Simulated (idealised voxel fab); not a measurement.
The following process module bears the name voxel self aligned vias.
Each square cell in cross-section cut measures 5 nm, and the section as a whole is 275 nm wide.
Format of a cross-section: grid, square cells. Given as bands. Order: top down. Band: one or more rows of cells.
For a band, the entry starts with two heights in nm, that of the top and then that of the bottom, and carries on with the band's materials in order from left to right, each alongside its width in nm; the word "throughout" beside a single material means it fills the band edge to edge, and "empty" means empty space.
Below 0: as-received wafer, all one material; heights counted from there. Lowest band: no bottom, goes on down, written "0..down".
It should be noted that a width expressed as "30..40" varies in equal increments from row to row of cells within the band, taking the value of the first number at the top row and that of the second number at the bottom row.
Basically "everything unchanged" means that step didn't change any cell in the cross-section.
This entry, "Voids, enclosed", enumerates those empty regions of no fewer than 8 cells that possess no open connection to the top. Each region is reported in the form width x height at distance, the distance being taken from the left edge, with all three quantities expressed in nm.
Note: text after step settings on the step line = simulator remark on that step.
Steps that use a mask can have "overlay nm" on their line. It says how far the mask sat to the right of where it was meant to be. Negative means to the left.

-- The process steps that were planned are listed below
1,op RECEIVE | material Si
2,op CONFORMAL_DEP | material SiO2 | thk nm 15
3,op CONFORMAL_DEP | material SiCN | thk nm 5
4,op DIRECTIONAL_DEP | material lowk | thk nm 30
5,op DIRECTIONAL_DEP | material aC | thk nm 15
6,op PATTERN | tone open | mask id LINES | material resist | width nm 20 | pitch nm 60 | thk nm 35 | overlay nm 0
7,op DIRECTIONAL_ETCH | etch materials aC | depth nm 15
8,op STRIP | etch materials resist
9,op DIRECTIONAL_ETCH | etch materials lowk | depth nm 30
10,op STRIP | etch materials aC
11,op CONFORMAL_DEP | material TiN | thk nm 5
12,op FILL_DEP | material W | thk nm 10
13,op CMP | height nm 50
14,op SELECTIVE_ETCH | etch materials W Ru TiN | depth nm 5
15,op FILL_DEP | material SiN | thk nm 5
16,op CMP | height nm 50
17,op DIRECTIONAL_DEP | material lowk | thk nm 20
18,op MASKED_ETCH | tone open | mask id VIAS | width nm 30 | pitch nm 60 | etch materials lowk | depth nm 20 | overlay nm 0
19,op MASKED_ETCH | tone open | mask id VIAS | width nm 30 | pitch nm 60 | etch materials SiN | depth nm 5 | overlay nm 0
20,op CONFORMAL_DEP | material TiN | thk nm 5
21,op FILL_DEP | material Cu | thk nm 10
22,op CMP | height nm 70
23,op CONFORMAL_DEP | material SiN | thk nm 5
Split variable: depth nm, step 14. Plan value = first wafer. Wafers start alike.

-- Cross-section, first of several wafers, as delivered after step 1
  0..down  Si throughout
  Voids, enclosed: none

-- Table: wafers, a row each; end-of-module cell change per material since receipt, gain (+), loss (-); then closed voids
depth nm 5 | +42 Cu | +55 SiCN | +55 SiN | +165 SiO2 | +78 TiN | +24 W | +406 lowk | Voids, enclosed: none
depth nm 10 | +42 Cu | +55 SiCN | +67 SiN | +165 SiO2 | +72 TiN | +18 W | +406 lowk | Voids, enclosed: none
depth nm 15 | +42 Cu | +55 SiCN | +79 SiN | +165 SiO2 | +66 TiN | +12 W | +406 lowk | Voids, enclosed: none
depth nm 20 | +42 Cu | +55 SiCN | +91 SiN | +165 SiO2 | +60 TiN | +6 W | +406 lowk | Voids, enclosed: none
